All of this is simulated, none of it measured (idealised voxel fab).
Herein follows the process module entitled voxel wiring stack.
Cross-section cut spans 260 nm and uses square cells 5 nm in size.
Cross-section = grid of square cells, listed top down in bands; band = one or more rows.
Top height, bottom height, nm. Materials left to right, width each, nm. Single material + "throughout" = fills band edge to edge. "air" = empty.
Basically, 0 is our baseline, since under it the wafer straight out of the box is all one material. The bottom band has no lower end and keeps on going down, so it looks like "top 0, no bottom".
A width given as "30 to 40" starts at the first number in the band's top row and ends at the second number in its bottom row, shifting by an equal amount at every step from row to row.
It should be understood that the words "remained unchanged", when stated for a given step, signify that the cross-section underwent no change in any of its cells during that step.
The label "Closed void roster" introduces a list of the empty spaces, 8 cells or larger, that have no open way up to the top; each entry in it reads width x height at distance, where the distance is taken from the left edge and all three are stated in nm.
Where a step's line continues beyond its settings, the continuation is a remark by the simulator itself on that step.
overlay nm: step with mask; distance mask lay right of planned place; negative value = left of planned place.

[Listed below are the process steps as planned]
1. RECEIVE | material Si
2. CONFORMAL_DEP | material SiO2 | thk nm 10
3. DIRECTIONAL_DEP | material TiN | thk nm 5
4. DIRECTIONAL_DEP | material W | thk nm 25
5. MASKED_ETCH | tone cover | mask id METAL_1 | width nm 25 | pitch nm 40 | etch materials W | depth nm 25 | overlay nm 0
6. MASKED_ETCH | tone cover | mask id METAL_1 | width nm 25 | pitch nm 40 | etch materials TiN | depth nm 5 | overlay nm 0
7. FILL_DEP | material lowk | thk nm 5
8. CMP | height nm 40
9. CONFORMAL_DEP | material SiCN | thk nm 5
10. DIRECTIONAL_DEP | material SiO2 | thk nm 10
11. PATTERN | tone open | mask id PLUG_1 | material resist | width nm 15 | pitch nm 40 | thk nm 15 | overlay nm 0
12. DIRECTIONAL_ETCH | etch materials SiO2 | depth nm 10
13. DIRECTIONAL_ETCH | etch materials SiCN | depth nm 5
14. STRIP | etch materials resist
15. CONFORMAL_DEP | material TiN | thk nm 5
16. FILL_DEP | material Ru | thk nm 10
17. CMP | height nm 55
18. DIRECTIONAL_DEP | material TiN | thk nm 5
19. DIRECTIONAL_DEP | material Ru | thk nm 25
20. DIRECTIONAL_DEP | material aC | thk nm 15
21. PATTERN | tone cover | mask id METAL_2 | material resist | width nm 25 | pitch nm 40 | thk nm 35 | overlay nm 0
22. DIRECTIONAL_ETCH | etch materials aC | depth nm 15
23. STRIP | etch materials resist
24. DIRECTIONAL_ETCH | etch materials Ru | depth nm 25
25. DIRECTIONAL_ETCH | etch materials TiN | depth nm 5
26. STRIP | etch materials aC
27. CONFORMAL_DEP | material SiCN | thk nm 5
28. FILL_DEP | material SiO2 | thk nm 5
29. CMP | height nm 85
30. CONFORMAL_DEP | material SiCN | thk nm 5
31. DIRECTIONAL_DEP | material lowk | thk nm 20
32. PATTERN | tone open | mask id PLUG_2 | material resist | width nm 15 | pitch nm 80 | thk nm 20 | overlay nm 0
33. DIRECTIONAL_ETCH | etch materials lowk | depth nm 20
34. DIRECTIONAL_ETCH | etch materials SiCN | depth nm 5
35. STRIP | etch materials resist
36. CONFORMAL_DEP | material TiN | thk nm 5
37. FILL_DEP | material Ru | thk nm 5
38. CMP | height nm 110
39. CONFORMAL_DEP | material SiN | thk nm 5
40. DIRECTIONAL_DEP | material SiO2 | thk nm 15
41. MASKED_ETCH | tone open | mask id METAL_3 | width nm 25 | pitch nm 40 | etch materials SiO2 | depth nm 15 | overlay nm 0
42. MASKED_ETCH | tone open | mask id METAL_3 | width nm 25 | pitch nm 40 | etch materials SiN | depth nm 5 | overlay nm 0
43. CONFORMAL_DEP | material TiN | thk nm 5
44. FILL_DEP | material Cu | thk nm 5
45. CMP | height nm 130
46. CONFORMAL_DEP | material SiCN | thk nm 5

[Run as planned: first of two wafers]

[Step 1 complete: cross-section of the wafer as received]
* top 0, no bottom  Si throughout
* Closed void roster: none

[After step 2: wafer cross-section]
* top 10, bottom 0  SiO2 throughout
* No changes below 0.

[After step 3: wafer cross-section]
* top 15, bottom 10  TiN throughout
* No changes below 10.

[After step 4: wafer cross-section]
* top 40, bottom 15  W throughout
* No changes below 15.

[After step 5: wafer cross-section]
* top 40, bottom 15  air 55 nm / W 25 nm / air 15 nm / W 25 nm / air 15 nm / W 25 nm / air 15 nm / W 25 nm / air 60 nm
* No changes below 15.

[After step 6: wafer cross-section]
* top 40, bottom 15  air 55 nm / W 25 nm / air 15 nm / W 25 nm / air 15 nm / W 25 nm / air 15 nm / W 25 nm / air 60 nm
* top 15, bottom 10  air 55 nm / TiN 25 nm / air 15 nm / TiN 25 nm / air 15 nm / TiN 25 nm / air 15 nm / TiN 25 nm / air 60 nm
* No changes below 10.

[After step 7: wafer cross-section]
* top 45, bottom 40  lowk throughout
* top 40, bottom 15  lowk 55 nm / W 25 nm / lowk 15 nm / W 25 nm / lowk 15 nm / W 25 nm / lowk 15 nm / W 25 nm / lowk 60 nm
* top 15, bottom 10  lowk 55 nm / TiN 25 nm / lowk 15 nm / TiN 25 nm / lowk 15 nm / TiN 25 nm / lowk 15 nm / TiN 25 nm / lowk 60 nm
* No changes below 10.

[After step 8: wafer cross-section]
* top 40, bottom 15  lowk 55 nm / W 25 nm / lowk 15 nm / W 25 nm / lowk 15 nm / W 25 nm / lowk 15 nm / W 25 nm / lowk 60 nm
* No changes below 15.

[After step 9: wafer cross-section]
* top 45, bottom 40  SiCN throughout
* No changes below 40.

[After step 10: wafer cross-section]
* top 55, bottom 45  SiO2 throughout
* No changes below 45.

[After step 11: wafer cross-section]
* top 70, bottom 55  resist 55 nm / air 15 nm / resist 25 nm / air 15 nm / resist 25 nm / air 15 nm / resist 25 nm / air 15 nm / resist 70 nm
* No changes below 55.

[After step 12: wafer cross-section]
* top 70, bottom 55  resist 55 nm / air 15 nm / resist 25 nm / air 15 nm / resist 25 nm / air 15 nm / resist 25 nm / air 15 nm / resist 70 nm
* top 55, bottom 45  SiO2 55 nm / air 15 nm / SiO2 25 nm / air 15 nm / SiO2 25 nm / air 15 nm / SiO2 25 nm / air 15 nm / SiO2 70 nm
* No changes below 45.

[After step 13: wafer cross-section]
* top 70, bottom 55  resist 55 nm / air 15 nm / resist 25 nm / air 15 nm / resist 25 nm / air 15 nm / resist 25 nm / air 15 nm / resist 70 nm
* top 55, bottom 45  SiO2 55 nm / air 15 nm / SiO2 25 nm / air 15 nm / SiO2 25 nm / air 15 nm / SiO2 25 nm / air 15 nm / SiO2 70 nm
* top 45, bottom 40  SiCN 55 nm / air 15 nm / SiCN 25 nm / air 15 nm / SiCN 25 nm / air 15 nm / SiCN 25 nm / air 15 nm / SiCN 70 nm
* No changes below 40.

[After step 14: wafer cross-section]
* top 55, bottom 45  SiO2 55 nm / air 15 nm / SiO2 25 nm / air 15 nm / SiO2 25 nm / air 15 nm / SiO2 25 nm / air 15 nm / SiO2 70 nm
* No changes below 45.

[After step 15: wafer cross-section]
* top 60, bottom 55  TiN 60 nm / air 5 nm / TiN 35 nm / air 5 nm / TiN 35 nm / air 5 nm / TiN 35 nm / air 5 nm / TiN 75 nm
* top 55, bottom 45  SiO2 55 nm / TiN 5 nm / air 5 nm / TiN 5 nm / SiO2 25 nm / TiN 5 nm / air 5 nm / TiN 5 nm / SiO2 25 nm / TiN 5 nm / air 5 nm / TiN 5 nm / SiO2 25 nm / TiN 5 nm / air 5 nm / TiN 5 nm / SiO2 70 nm
* top 45, bottom 40  SiCN 55 nm / TiN 15 nm / SiCN 25 nm / TiN 15 nm / SiCN 25 nm / TiN 15 nm / SiCN 25 nm / TiN 15 nm / SiCN 70 nm
* No changes below 40.

[After step 16: wafer cross-section]
* top 70, bottom 60  Ru throughout
* top 60, bottom 55  TiN 60 nm / Ru 5 nm / TiN 35 nm / Ru 5 nm / TiN 35 nm / Ru 5 nm / TiN 35 nm / Ru 5 nm / TiN 75 nm
* top 55, bottom 45  SiO2 55 nm / TiN 5 nm / Ru 5 nm / TiN 5 nm / SiO2 25 nm / TiN 5 nm / Ru 5 nm / TiN 5 nm / SiO2 25 nm / TiN 5 nm / Ru 5 nm / TiN 5 nm / SiO2 25 nm / TiN 5 nm / Ru 5 nm / TiN 5 nm / SiO2 70 nm
* No changes below 45.

[After step 17: wafer cross-section]
* top 55, bottom 45  SiO2 55 nm / TiN 5 nm / Ru 5 nm / TiN 5 nm / SiO2 25 nm / TiN 5 nm / Ru 5 nm / TiN 5 nm / SiO2 25 nm / TiN 5 nm / Ru 5 nm / TiN 5 nm / SiO2 25 nm / TiN 5 nm / Ru 5 nm / TiN 5 nm / SiO2 70 nm
* No changes below 45.

[After step 18: wafer cross-section]
* top 60, bottom 55  TiN throughout
* No changes below 55.

[After step 19: wafer cross-section]
* top 85, bottom 60  Ru throughout
* No changes below 60.

[After step 20: wafer cross-section]
* top 100, bottom 85  aC throughout
* No changes below 85.

[After step 21: wafer cross-section]
* top 135, bottom 100  air 55 nm / resist 25 nm / air 15 nm / resist 25 nm / air 15 nm / resist 25 nm / air 15 nm / resist 25 nm / air 60 nm
* No changes below 100.

[After step 22: wafer cross-section]
* top 120, bottom 100  air 55 nm / resist 25 nm / air 15 nm / resist 25 nm / air 15 nm / resist 25 nm / air 15 nm / resist 25 nm / air 60 nm
* top 100, bottom 85  air 55 nm / aC 25 nm / air 15 nm / aC 25 nm / air 15 nm / aC 25 nm / air 15 nm / aC 25 nm / air 60 nm
* No changes below 85.

[After step 23: wafer cross-section]
* top 100, bottom 85  air 55 nm / aC 25 nm / air 15 nm / aC 25 nm / air 15 nm / aC 25 nm / air 15 nm / aC 25 nm / air 60 nm
* No changes below 85.

[After step 24: wafer cross-section]
* top 100, bottom 85  air 55 nm / aC 25 nm / air 15 nm / aC 25 nm / air 15 nm / aC 25 nm / air 15 nm / aC 25 nm / air 60 nm
* top 85, bottom 60  air 55 nm / Ru 25 nm / air 15 nm / Ru 25 nm / air 15 nm / Ru 25 nm / air 15 nm / Ru 25 nm / air 60 nm
* No changes below 60.

[After step 25: wafer cross-section]
* top 100, bottom 85  air 55 nm / aC 25 nm / air 15 nm / aC 25 nm / air 15 nm / aC 25 nm / air 15 nm / aC 25 nm / air 60 nm
* top 85, bottom 60  air 55 nm / Ru 25 nm / air 15 nm / Ru 25 nm / air 15 nm / Ru 25 nm / air 15 nm / Ru 25 nm / air 60 nm
* top 60, bottom 55  air 55 nm / TiN 25 nm / air 15 nm / TiN 25 nm / air 15 nm / TiN 25 nm / air 15 nm / TiN 25 nm / air 60 nm
* No changes below 55.

[After step 26: wafer cross-section]
* top 85, bottom 60  air 55 nm / Ru 25 nm / air 15 nm / Ru 25 nm / air 15 nm / Ru 25 nm / air 15 nm / Ru 25 nm / air 60 nm
* No changes below 60.

[After step 27: wafer cross-section]
* top 90, bottom 85  air 50 nm / SiCN 35 nm / air 5 nm / SiCN 35 nm / air 5 nm / SiCN 35 nm / air 5 nm / SiCN 35 nm / air 55 nm
* top 85, bottom 60  air 50 nm / SiCN 5 nm / Ru 25 nm / SiCN 5 nm / air 5 nm / SiCN 5 nm / Ru 25 nm / SiCN 5 nm / air 5 nm / SiCN 5 nm / Ru 25 nm / SiCN 5 nm / air 5 nm / SiCN 5 nm / Ru 25 nm / SiCN 5 nm / air 55 nm
* top 60, bottom 55  SiCN 55 nm / TiN 25 nm / SiCN 15 nm / TiN 25 nm / SiCN 15 nm / TiN 25 nm / SiCN 15 nm / TiN 25 nm / SiCN 60 nm
* No changes below 55.

[After step 28: wafer cross-section]
* top 95, bottom 90  SiO2 throughout
* top 90, bottom 85  SiO2 50 nm / SiCN 35 nm / SiO2 5 nm / SiCN 35 nm / SiO2 5 nm / SiCN 35 nm / SiO2 5 nm / SiCN 35 nm / SiO2 55 nm
* top 85, bottom 60  SiO2 50 nm / SiCN 5 nm / Ru 25 nm / SiCN 5 nm / SiO2 5 nm / SiCN 5 nm / Ru 25 nm / SiCN 5 nm / SiO2 5 nm / SiCN 5 nm / Ru 25 nm / SiCN 5 nm / SiO2 5 nm / SiCN 5 nm / Ru 25 nm / SiCN 5 nm / SiO2 55 nm
* No changes below 60.

[After step 29: wafer cross-section]
* top 85, bottom 60  SiO2 50 nm / SiCN 5 nm / Ru 25 nm / SiCN 5 nm / SiO2 5 nm / SiCN 5 nm / Ru 25 nm / SiCN 5 nm / SiO2 5 nm / SiCN 5 nm / Ru 25 nm / SiCN 5 nm / SiO2 5 nm / SiCN 5 nm / Ru 25 nm / SiCN 5 nm / SiO2 55 nm
* No changes below 60.

[After step 30: wafer cross-section]
* top 90, bottom 85  SiCN throughout
* No changes below 85.

[After step 31: wafer cross-section]
* top 110, bottom 90  lowk throughout
* No changes below 90.

[After step 32: wafer cross-section]
* top 130, bottom 110  resist 55 nm / air 15 nm / resist 65 nm / air 15 nm / resist 110 nm
* No changes below 110.

[After step 33: wafer cross-section]
* top 130, bottom 110  resist 55 nm / air 15 nm / resist 65 nm / air 15 nm / resist 110 nm
* top 110, bottom 90  lowk 55 nm / air 15 nm / lowk 65 nm / air 15 nm / lowk 110 nm
* No changes below 90.

[After step 34: wafer cross-section]
* top 130, bottom 110  resist 55 nm / air 15 nm / resist 65 nm / air 15 nm / resist 110 nm
* top 110, bottom 90  lowk 55 nm / air 15 nm / lowk 65 nm / air 15 nm / lowk 110 nm
* top 90, bottom 85  SiCN 55 nm / air 15 nm / SiCN 65 nm / air 15 nm / SiCN 110 nm
* No changes below 85.

[After step 35: wafer cross-section]
* top 110, bottom 90  lowk 55 nm / air 15 nm / lowk 65 nm / air 15 nm / lowk 110 nm
* No changes below 90.

[After step 36: wafer cross-section]
* top 115, bottom 110  TiN 60 nm / air 5 nm / TiN 75 nm / air 5 nm / TiN 115 nm
* top 110, bottom 90  lowk 55 nm / TiN 5 nm / air 5 nm / TiN 5 nm / lowk 65 nm / TiN 5 nm / air 5 nm / TiN 5 nm / lowk 110 nm
* top 90, bottom 85  SiCN 55 nm / TiN 15 nm / SiCN 65 nm / TiN 15 nm / SiCN 110 nm
* No changes below 85.

[After step 37: wafer cross-section]
* top 120, bottom 115  Ru throughout
* top 115, bottom 110  TiN 60 nm / Ru 5 nm / TiN 75 nm / Ru 5 nm / TiN 115 nm
* top 110, bottom 90  lowk 55 nm / TiN 5 nm / Ru 5 nm / TiN 5 nm / lowk 65 nm / TiN 5 nm / Ru 5 nm / TiN 5 nm / lowk 110 nm
* No changes below 90.

[After step 38: wafer cross-section]
* top 110, bottom 90  lowk 55 nm / TiN 5 nm / Ru 5 nm / TiN 5 nm / lowk 65 nm / TiN 5 nm / Ru 5 nm / TiN 5 nm / lowk 110 nm
* No changes below 90.

[After step 39: wafer cross-section]
* top 115, bottom 110  SiN throughout
* No changes below 110.

[After step 40: wafer cross-section]
* top 130, bottom 115  SiO2 throughout
* No changes below 115.

[After step 41: wafer cross-section]
* top 130, bottom 115  SiO2 55 nm / air 25 nm / SiO2 15 nm / air 25 nm / SiO2 15 nm / air 25 nm / SiO2 15 nm / air 25 nm / SiO2 60 nm
* No changes below 115.

[After step 42: wafer cross-section]
* top 130, bottom 115  SiO2 55 nm / air 25 nm / SiO2 15 nm / air 25 nm / SiO2 15 nm / air 25 nm / SiO2 15 nm / air 25 nm / SiO2 60 nm
* top 115, bottom 110  SiN 55 nm / air 25 nm / SiN 15 nm / air 25 nm / SiN 15 nm / air 25 nm / SiN 15 nm / air 25 nm / SiN 60 nm
* No changes below 110.

[After step 43: wafer cross-section]
* top 135, bottom 130  TiN 60 nm / air 15 nm / TiN 25 nm / air 15 nm / TiN 25 nm / air 15 nm / TiN 25 nm / air 15 nm / TiN 65 nm
* top 130, bottom 115  SiO2 55 nm / TiN 5 nm / air 15 nm / TiN 5 nm / SiO2 15 nm / TiN 5 nm / air 15 nm / TiN 5 nm / SiO2 15 nm / TiN 5 nm / air 15 nm / TiN 5 nm / SiO2 15 nm / TiN 5 nm / air 15 nm / TiN 5 nm / SiO2 60 nm
* top 115, bottom 110  SiN 55 nm / TiN 25 nm / SiN 15 nm / TiN 25 nm / SiN 15 nm / TiN 25 nm / SiN 15 nm / TiN 25 nm / SiN 60 nm
* No changes below 110.

[After step 44: wafer cross-section]
* top 140, bottom 135  Cu throughout
* top 135, bottom 130  TiN 60 nm / Cu 15 nm / TiN 25 nm / Cu 15 nm / TiN 25 nm / Cu 15 nm / TiN 25 nm / Cu 15 nm / TiN 65 nm
* top 130, bottom 115  SiO2 55 nm / TiN 5 nm / Cu 15 nm / TiN 5 nm / SiO2 15 nm / TiN 5 nm / Cu 15 nm / TiN 5 nm / SiO2 15 nm / TiN 5 nm / Cu 15 nm / TiN 5 nm / SiO2 15 nm / TiN 5 nm / Cu 15 nm / TiN 5 nm / SiO2 60 nm
* No changes below 115.

[After step 45: wafer cross-section]
* top 130, bottom 115  SiO2 55 nm / TiN 5 nm / Cu 15 nm / TiN 5 nm / SiO2 15 nm / TiN 5 nm / Cu 15 nm / TiN 5 nm / SiO2 15 nm / TiN 5 nm / Cu 15 nm / TiN 5 nm / SiO2 15 nm / TiN 5 nm / Cu 15 nm / TiN 5 nm / SiO2 60 nm
* No changes below 115.

[After step 46: wafer cross-section]
* top 135, bottom 130  SiCN throughout
* No changes below 130.

[What follows concerns the second wafer, which started out like the first and was meant to follow the very same plan; one mistake crept in when it was run, but everything up to and including step 10 is the same as for the first wafer]

[Cross-section: second wafer, time at which step 11 was scheduled to end]
* top 70, bottom 55  air 55 nm / resist 15 nm / air 25 nm / resist 15 nm / air 25 nm / resist 15 nm / air 25 nm / resist 15 nm / air 70 nm
* No changes below 55.

[Cross-section: second wafer, time at which step 12 was scheduled to end]
* top 70, bottom 55  air 55 nm / resist 15 nm / air 25 nm / resist 15 nm / air 25 nm / resist 15 nm / air 25 nm / resist 15 nm / air 70 nm
* top 55, bottom 45  air 55 nm / SiO2 15 nm / air 25 nm / SiO2 15 nm / air 25 nm / SiO2 15 nm / air 25 nm / SiO2 15 nm / air 70 nm
* No changes below 45.

[Cross-section: second wafer, time at which step 13 was scheduled to end]
* top 70, bottom 55  air 55 nm / resist 15 nm / air 25 nm / resist 15 nm / air 25 nm / resist 15 nm / air 25 nm / resist 15 nm / air 70 nm
* top 55, bottom 45  air 55 nm / SiO2 15 nm / air 25 nm / SiO2 15 nm / air 25 nm / SiO2 15 nm / air 25 nm / SiO2 15 nm / air 70 nm
* top 45, bottom 40  air 55 nm / SiCN 15 nm / air 25 nm / SiCN 15 nm / air 25 nm / SiCN 15 nm / air 25 nm / SiCN 15 nm / air 70 nm
* No changes below 40.

[Cross-section: second wafer, time at which step 14 was scheduled to end]
* top 55, bottom 45  air 55 nm / SiO2 15 nm / air 25 nm / SiO2 15 nm / air 25 nm / SiO2 15 nm / air 25 nm / SiO2 15 nm / air 70 nm
* No changes below 45.

[Cross-section: second wafer, time at which step 15 was scheduled to end]
* top 60, bottom 55  air 50 nm / TiN 25 nm / air 15 nm / TiN 25 nm / air 15 nm / TiN 25 nm / air 15 nm / TiN 25 nm / air 65 nm
* top 55, bottom 45  air 50 nm / TiN 5 nm / SiO2 15 nm / TiN 5 nm / air 15 nm / TiN 5 nm / SiO2 15 nm / TiN 5 nm / air 15 nm / TiN 5 nm / SiO2 15 nm / TiN 5 nm / air 15 nm / TiN 5 nm / SiO2 15 nm / TiN 5 nm / air 65 nm
* top 45, bottom 40  TiN 55 nm / SiCN 15 nm / TiN 25 nm / SiCN 15 nm / TiN 25 nm / SiCN 15 nm / TiN 25 nm / SiCN 15 nm / TiN 70 nm
* No changes below 40.

[Cross-section: second wafer, time at which step 16 was scheduled to end]
* top 70, bottom 60  Ru throughout
* top 60, bottom 55  Ru 50 nm / TiN 25 nm / Ru 15 nm / TiN 25 nm / Ru 15 nm / TiN 25 nm / Ru 15 nm / TiN 25 nm / Ru 65 nm
* top 55, bottom 45  Ru 50 nm / TiN 5 nm / SiO2 15 nm / TiN 5 nm / Ru 15 nm / TiN 5 nm / SiO2 15 nm / TiN 5 nm / Ru 15 nm / TiN 5 nm / SiO2 15 nm / TiN 5 nm / Ru 15 nm / TiN 5 nm / SiO2 15 nm / TiN 5 nm / Ru 65 nm
* No changes below 45.

[Cross-section: second wafer, time at which step 17 was scheduled to end]
* top 55, bottom 45  Ru 50 nm / TiN 5 nm / SiO2 15 nm / TiN 5 nm / Ru 15 nm / TiN 5 nm / SiO2 15 nm / TiN 5 nm / Ru 15 nm / TiN 5 nm / SiO2 15 nm / TiN 5 nm / Ru 15 nm / TiN 5 nm / SiO2 15 nm / TiN 5 nm / Ru 65 nm
* No changes below 45.

[Cross-section: second wafer, time at which step 18 was scheduled to end]
* top 60, bottom 55  TiN throughout
* No changes below 55.

[Cross-section: second wafer, time at which step 19 was scheduled to end]
* top 85, bottom 60  Ru throughout
* No changes below 60.

[Cross-section: second wafer, time at which step 20 was scheduled to end]
* top 100, bottom 85  aC throughout
* No changes below 85.

[Cross-section: second wafer, time at which step 21 was scheduled to end]
* top 135, bottom 100  air 55 nm / resist 25 nm / air 15 nm / resist 25 nm / air 15 nm / resist 25 nm / air 15 nm / resist 25 nm / air 60 nm
* No changes below 100.

[Cross-section: second wafer, time at which step 22 was scheduled to end]
* top 120, bottom 100  air 55 nm / resist 25 nm / air 15 nm / resist 25 nm / air 15 nm / resist 25 nm / air 15 nm / resist 25 nm / air 60 nm
* top 100, bottom 85  air 55 nm / aC 25 nm / air 15 nm / aC 25 nm / air 15 nm / aC 25 nm / air 15 nm / aC 25 nm / air 60 nm
* No changes below 85.

[Cross-section: second wafer, time at which step 23 was scheduled to end]
* top 100, bottom 85  air 55 nm / aC 25 nm / air 15 nm / aC 25 nm / air 15 nm / aC 25 nm / air 15 nm / aC 25 nm / air 60 nm
* No changes below 85.

[Cross-section: second wafer, time at which step 24 was scheduled to end]
* top 100, bottom 85  air 55 nm / aC 25 nm / air 15 nm / aC 25 nm / air 15 nm / aC 25 nm / air 15 nm / aC 25 nm / air 60 nm
* top 85, bottom 60  air 55 nm / Ru 25 nm / air 15 nm / Ru 25 nm / air 15 nm / Ru 25 nm / air 15 nm / Ru 25 nm / air 60 nm
* No changes below 60.

[Cross-section: second wafer, time at which step 25 was scheduled to end]
* top 100, bottom 85  air 55 nm / aC 25 nm / air 15 nm / aC 25 nm / air 15 nm / aC 25 nm / air 15 nm / aC 25 nm / air 60 nm
* top 85, bottom 60  air 55 nm / Ru 25 nm / air 15 nm / Ru 25 nm / air 15 nm / Ru 25 nm / air 15 nm / Ru 25 nm / air 60 nm
* top 60, bottom 55  air 55 nm / TiN 25 nm / air 15 nm / TiN 25 nm / air 15 nm / TiN 25 nm / air 15 nm / TiN 25 nm / air 60 nm
* No changes below 55.

[Cross-section: second wafer, time at which step 26 was scheduled to end]
* top 85, bottom 60  air 55 nm / Ru 25 nm / air 15 nm / Ru 25 nm / air 15 nm / Ru 25 nm / air 15 nm / Ru 25 nm / air 60 nm
* No changes below 60.

[Cross-section: second wafer, time at which step 27 was scheduled to end]
* top 90, bottom 85  air 50 nm / SiCN 35 nm / air 5 nm / SiCN 35 nm / air 5 nm / SiCN 35 nm / air 5 nm / SiCN 35 nm / air 55 nm
* top 85, bottom 60  air 50 nm / SiCN 5 nm / Ru 25 nm / SiCN 5 nm / air 5 nm / SiCN 5 nm / Ru 25 nm / SiCN 5 nm / air 5 nm / SiCN 5 nm / Ru 25 nm / SiCN 5 nm / air 5 nm / SiCN 5 nm / Ru 25 nm / SiCN 5 nm / air 55 nm
* top 60, bottom 55  SiCN 55 nm / TiN 25 nm / SiCN 15 nm / TiN 25 nm / SiCN 15 nm / TiN 25 nm / SiCN 15 nm / TiN 25 nm / SiCN 60 nm
* No changes below 55.

[Cross-section: second wafer, time at which step 28 was scheduled to end]
* top 95, bottom 90  SiO2 throughout
* top 90, bottom 85  SiO2 50 nm / SiCN 35 nm / SiO2 5 nm / SiCN 35 nm / SiO2 5 nm / SiCN 35 nm / SiO2 5 nm / SiCN 35 nm / SiO2 55 nm
* top 85, bottom 60  SiO2 50 nm / SiCN 5 nm / Ru 25 nm / SiCN 5 nm / SiO2 5 nm / SiCN 5 nm / Ru 25 nm / SiCN 5 nm / SiO2 5 nm / SiCN 5 nm / Ru 25 nm / SiCN 5 nm / SiO2 5 nm / SiCN 5 nm / Ru 25 nm / SiCN 5 nm / SiO2 55 nm
* No changes below 60.

[Cross-section: second wafer, time at which step 29 was scheduled to end]
* top 85, bottom 60  SiO2 50 nm / SiCN 5 nm / Ru 25 nm / SiCN 5 nm / SiO2 5 nm / SiCN 5 nm / Ru 25 nm / SiCN 5 nm / SiO2 5 nm / SiCN 5 nm / Ru 25 nm / SiCN 5 nm / SiO2 5 nm / SiCN 5 nm / Ru 25 nm / SiCN 5 nm / SiO2 55 nm
* No changes below 60.

[Cross-section: second wafer, time at which step 30 was scheduled to end]
* top 90, bottom 85  SiCN throughout
* No changes below 85.

[Cross-section: second wafer, time at which step 31 was scheduled to end]
* top 110, bottom 90  lowk throughout
* No changes below 90.

[Cross-section: second wafer, time at which step 32 was scheduled to end]
* top 130, bottom 110  resist 55 nm / air 15 nm / resist 65 nm / air 15 nm / resist 110 nm
* No changes below 110.

[Cross-section: second wafer, time at which step 33 was scheduled to end]
* top 130, bottom 110  resist 55 nm / air 15 nm / resist 65 nm / air 15 nm / resist 110 nm
* top 110, bottom 90  lowk 55 nm / air 15 nm / lowk 65 nm / air 15 nm / lowk 110 nm
* No changes below 90.

[Cross-section: second wafer, time at which step 34 was scheduled to end]
* top 130, bottom 110  resist 55 nm / air 15 nm / resist 65 nm / air 15 nm / resist 110 nm
* top 110, bottom 90  lowk 55 nm / air 15 nm / lowk 65 nm / air 15 nm / lowk 110 nm
* top 90, bottom 85  SiCN 55 nm / air 15 nm / SiCN 65 nm / air 15 nm / SiCN 110 nm
* No changes below 85.

[Cross-section: second wafer, time at which step 35 was scheduled to end]
* top 110, bottom 90  lowk 55 nm / air 15 nm / lowk 65 nm / air 15 nm / lowk 110 nm
* No changes below 90.

[Cross-section: second wafer, time at which step 36 was scheduled to end]
* top 115, bottom 110  TiN 60 nm / air 5 nm / TiN 75 nm / air 5 nm / TiN 115 nm
* top 110, bottom 90  lowk 55 nm / TiN 5 nm / air 5 nm / TiN 5 nm / lowk 65 nm / TiN 5 nm / air 5 nm / TiN 5 nm / lowk 110 nm
* top 90, bottom 85  SiCN 55 nm / TiN 15 nm / SiCN 65 nm / TiN 15 nm / SiCN 110 nm
* No changes below 85.

[Cross-section: second wafer, time at which step 37 was scheduled to end]
* top 120, bottom 115  Ru throughout
* top 115, bottom 110  TiN 60 nm / Ru 5 nm / TiN 75 nm / Ru 5 nm / TiN 115 nm
* top 110, bottom 90  lowk 55 nm / TiN 5 nm / Ru 5 nm / TiN 5 nm / lowk 65 nm / TiN 5 nm / Ru 5 nm / TiN 5 nm / lowk 110 nm
* No changes below 90.

[Cross-section: second wafer, time at which step 38 was scheduled to end]
* top 110, bottom 90  lowk 55 nm / TiN 5 nm / Ru 5 nm / TiN 5 nm / lowk 65 nm / TiN 5 nm / Ru 5 nm / TiN 5 nm / lowk 110 nm
* No changes below 90.

[Cross-section: second wafer, time at which step 39 was scheduled to end]
* top 115, bottom 110  SiN throughout
* No changes below 110.

[Cross-section: second wafer, time at which step 40 was scheduled to end]
* top 130, bottom 115  SiO2 throughout
* No changes below 115.

[Cross-section: second wafer, time at which step 41 was scheduled to end]
* top 130, bottom 115  SiO2 55 nm / air 25 nm / SiO2 15 nm / air 25 nm / SiO2 15 nm / air 25 nm / SiO2 15 nm / air 25 nm / SiO2 60 nm
* No changes below 115.

[Cross-section: second wafer, time at which step 42 was scheduled to end]
* top 130, bottom 115  SiO2 55 nm / air 25 nm / SiO2 15 nm / air 25 nm / SiO2 15 nm / air 25 nm / SiO2 15 nm / air 25 nm / SiO2 60 nm
* top 115, bottom 110  SiN 55 nm / air 25 nm / SiN 15 nm / air 25 nm / SiN 15 nm / air 25 nm / SiN 15 nm / air 25 nm / SiN 60 nm
* No changes below 110.

[Cross-section: second wafer, time at which step 43 was scheduled to end]
* top 135, bottom 130  TiN 60 nm / air 15 nm / TiN 25 nm / air 15 nm / TiN 25 nm / air 15 nm / TiN 25 nm / air 15 nm / TiN 65 nm
* top 130, bottom 115  SiO2 55 nm / TiN 5 nm / air 15 nm / TiN 5 nm / SiO2 15 nm / TiN 5 nm / air 15 nm / TiN 5 nm / SiO2 15 nm / TiN 5 nm / air 15 nm / TiN 5 nm / SiO2 15 nm / TiN 5 nm / air 15 nm / TiN 5 nm / SiO2 60 nm
* top 115, bottom 110  SiN 55 nm / TiN 25 nm / SiN 15 nm / TiN 25 nm / SiN 15 nm / TiN 25 nm / SiN 15 nm / TiN 25 nm / SiN 60 nm
* No changes below 110.

[Cross-section: second wafer, time at which step 44 was scheduled to end]
* top 140, bottom 135  Cu throughout
* top 135, bottom 130  TiN 60 nm / Cu 15 nm / TiN 25 nm / Cu 15 nm / TiN 25 nm / Cu 15 nm / TiN 25 nm / Cu 15 nm / TiN 65 nm
* top 130, bottom 115  SiO2 55 nm / TiN 5 nm / Cu 15 nm / TiN 5 nm / SiO2 15 nm / TiN 5 nm / Cu 15 nm / TiN 5 nm / SiO2 15 nm / TiN 5 nm / Cu 15 nm / TiN 5 nm / SiO2 15 nm / TiN 5 nm / Cu 15 nm / TiN 5 nm / SiO2 60 nm
* No changes below 115.

[Cross-section: second wafer, time at which step 45 was scheduled to end]
* top 130, bottom 115  SiO2 55 nm / TiN 5 nm / Cu 15 nm / TiN 5 nm / SiO2 15 nm / TiN 5 nm / Cu 15 nm / TiN 5 nm / SiO2 15 nm / TiN 5 nm / Cu 15 nm / TiN 5 nm / SiO2 15 nm / TiN 5 nm / Cu 15 nm / TiN 5 nm / SiO2 60 nm
* No changes below 115.

[Cross-section: second wafer, time at which step 46 was scheduled to end]
* top 135, bottom 130  SiCN throughout
* No changes below 130.
Diagnosis: heads up, step 11 didn't go per plan, it actually ran as PATTERN | tone cover | mask id PLUG_1 | material resist | width nm 15 | pitch nm 40 | thk nm 15 | overlay nm 0
At the finish, the second wafer shows more or fewer cells for some materials than the first does: Ru: 56 more | SiCN: 28 fewer | SiO2: 56 fewer | TiN: 28 more
